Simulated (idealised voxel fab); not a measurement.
Documented hereafter: the process module known as voxel transistor to metal.
Displayed cross-section: cut, width of 210 nm, square cells sized 5 nm.
Cross-section, as written here: a square-cell grid given band by band from the top down, where a band holds one or more rows of cells.
Heads up on the band format: heights come first, top then bottom, in nm. After that it's the materials left to right, each with its width in nm. A single material flagged "throughout" fills the whole band edge to edge, and "empty" means there's empty space there.
Ref level 0: as-received wafer is one material below here. Bottom band extends down with no lower bound ("z 0 and below").
So if you see something like "30..40" for the width, read it as the top row of the band sitting at the first number and the bottom row at the second, with every row in between moving by the same amount as the last.
Reading "nothing was modified" for a step: not a cell of the cross-section changed in it.
"Unvented voids": empty spaces of 8 cells or more with no open way to the top, each given as width x height at distance, distance from the left edge, all in nm.
Whatever follows a step's settings on its line is a remark the simulator itself makes about that step.
overlay nm: how far to the right of its planned place the mask lay on this masked step (negative: to the left).

## The process steps that were planned are listed below
1. RECEIVE with material Si
2. CONFORMAL_DEP with material SiO2, thk nm 5
3. CONFORMAL_DEP with material SiN, thk nm 10
4. MASKED_ETCH with tone cover, mask id ACTIVE, width nm 110, etch materials SiN, depth nm 10, overlay nm 0
5. MASKED_ETCH with tone cover, mask id ACTIVE, width nm 110, etch materials SiO2, depth nm 5, overlay nm 0
6. MASKED_ETCH with tone cover, mask id ACTIVE, width nm 110, etch materials Si, depth nm 25, overlay nm 0
7. FILL_DEP with material SiO2, thk nm 10
8. CMP with height nm 15
9. SELECTIVE_ETCH with etch materials SiO2, depth nm 5
10. STRIP with etch materials SiN
11. SELECTIVE_ETCH with etch materials SiO2, depth nm 5
12. OXIDIZE with depth nm 5
13. DIRECTIONAL_DEP with material polySi, thk nm 25
14. DIRECTIONAL_DEP with material SiCN, thk nm 15
15. MASKED_ETCH with tone cover, mask id GATE, width nm 30, etch materials SiCN, depth nm 25, overlay nm 0
16. MASKED_ETCH with tone cover, mask id GATE, width nm 30, etch materials polySi, depth nm 35, overlay nm 0
17. CONFORMAL_DEP with material SiN, thk nm 5
18. DIRECTIONAL_ETCH with etch materials SiN, depth nm 5
19. DIRECTIONAL_ETCH with etch materials SiO2, depth nm 5
20. DIRECTIONAL_ETCH with etch materials Si, depth nm 15
21. EPI with material pSi, thk nm 15
22. FILL_DEP with material SiO2, thk nm 5
23. CMP with height nm 25
24. STRIP with etch materials polySi
25. SELECTIVE_ETCH with etch materials SiO2, depth nm 5
26. CONFORMAL_DEP with material HfO2, thk nm 5
27. CONFORMAL_DEP with material TiN, thk nm 5
28. FILL_DEP with material W, thk nm 5
29. CMP with height nm 20
30. DIRECTIONAL_DEP with material SiO2, thk nm 15
31. DIRECTIONAL_DEP with material aC, thk nm 15
32. PATTERN with tone open, mask id CONTACT, material resist, width nm 15, pitch nm 75, thk nm 35, overlay nm 0
33. DIRECTIONAL_ETCH with etch materials aC, depth nm 15
34. STRIP with etch materials resist
35. DIRECTIONAL_ETCH with etch materials SiO2, depth nm 40
36. STRIP with etch materials aC
37. CONFORMAL_DEP with material TiN, thk nm 5
38. FILL_DEP with material Ru, thk nm 10
39. CMP with height nm 35
40. CONFORMAL_DEP with material SiCN, thk nm 5
41. DIRECTIONAL_DEP with material lowk, thk nm 25
42. MASKED_ETCH with tone open, mask id METAL_1, width nm 15, pitch nm 75, etch materials lowk, depth nm 25, overlay nm 0
43. MASKED_ETCH with tone open, mask id METAL_1, width nm 15, pitch nm 75, etch materials SiCN, depth nm 5, overlay nm 0
44. CONFORMAL_DEP with material TiN, thk nm 5
45. FILL_DEP with material Cu, thk nm 10
46. CMP with height nm 65
47. CONFORMAL_DEP with material SiN, thk nm 5

## as received, after step 1
* z 0 and below: Si throughout
* Unvented voids: none

## Cross-section, end of module. Start: as above. Plan: as above. Execution: one mistake
* z 70 to 65: SiN throughout
* z 65 to 40: lowk: 60  TiN: 5  Cu: 5  TiN: 5  lowk: 60  TiN: 5  Cu: 5  TiN: 5  lowk: 60
* z 40 to 35: SiCN: 60  TiN: 15  SiCN: 60  TiN: 15  SiCN: 60
* z 35 to 30: Ru throughout
* z 30 to 25: TiN: 65  Ru: 5  TiN: 70  Ru: 5  TiN: 65
* z 25 to 20: SiO2: 60  TiN: 5  Ru: 5  TiN: 5  SiO2: 60  TiN: 5  Ru: 5  TiN: 5  SiO2: 60
* z 20 to 15: SiO2: 60  TiN: 5  Ru: 5  TiN: 5  SiO2: 10  SiN: 5  HfO2: 5  TiN: 5  W: 10  TiN: 5  HfO2: 5  SiN: 5  SiO2: 10  TiN: 5  Ru: 5  TiN: 5  SiO2: 60
* z 15 to 10: SiO2: 60  TiN: 15  SiO2: 10  SiN: 5  HfO2: 5  TiN: 5  W: 10  TiN: 5  HfO2: 5  SiN: 5  SiO2: 10  TiN: 15  SiO2: 60
* z 10 to 5: SiO2: 60  TiN: 10  pSi: 15  SiN: 5  HfO2: 5  TiN: 5  W: 10  TiN: 5  HfO2: 5  SiN: 5  pSi: 15  TiN: 10  SiO2: 60
* z 5 to 0: SiO2: 45  SiN: 5  SiO2: 10  TiN: 10  pSi: 15  SiN: 5  HfO2: 5  TiN: 20  HfO2: 5  SiN: 5  pSi: 15  TiN: 10  SiO2: 10  SiN: 5  SiO2: 45
* z 0 to -5: SiO2: 60  TiN: 10  pSi: 15  HfO2: 40  pSi: 15  TiN: 10  SiO2: 60
* z -5 to -20: SiO2: 50  pSi: 35  Si: 40  pSi: 35  SiO2: 50
* z -20 to -25: SiO2: 50  Si: 110  SiO2: 50
* z -25 and below: Si throughout
* Unvented voids: none
Want to know what went wrong? step 30 was processed under conditions differing from the plan, specifically as DIRECTIONAL_DEP with material SiO2, thk nm 5
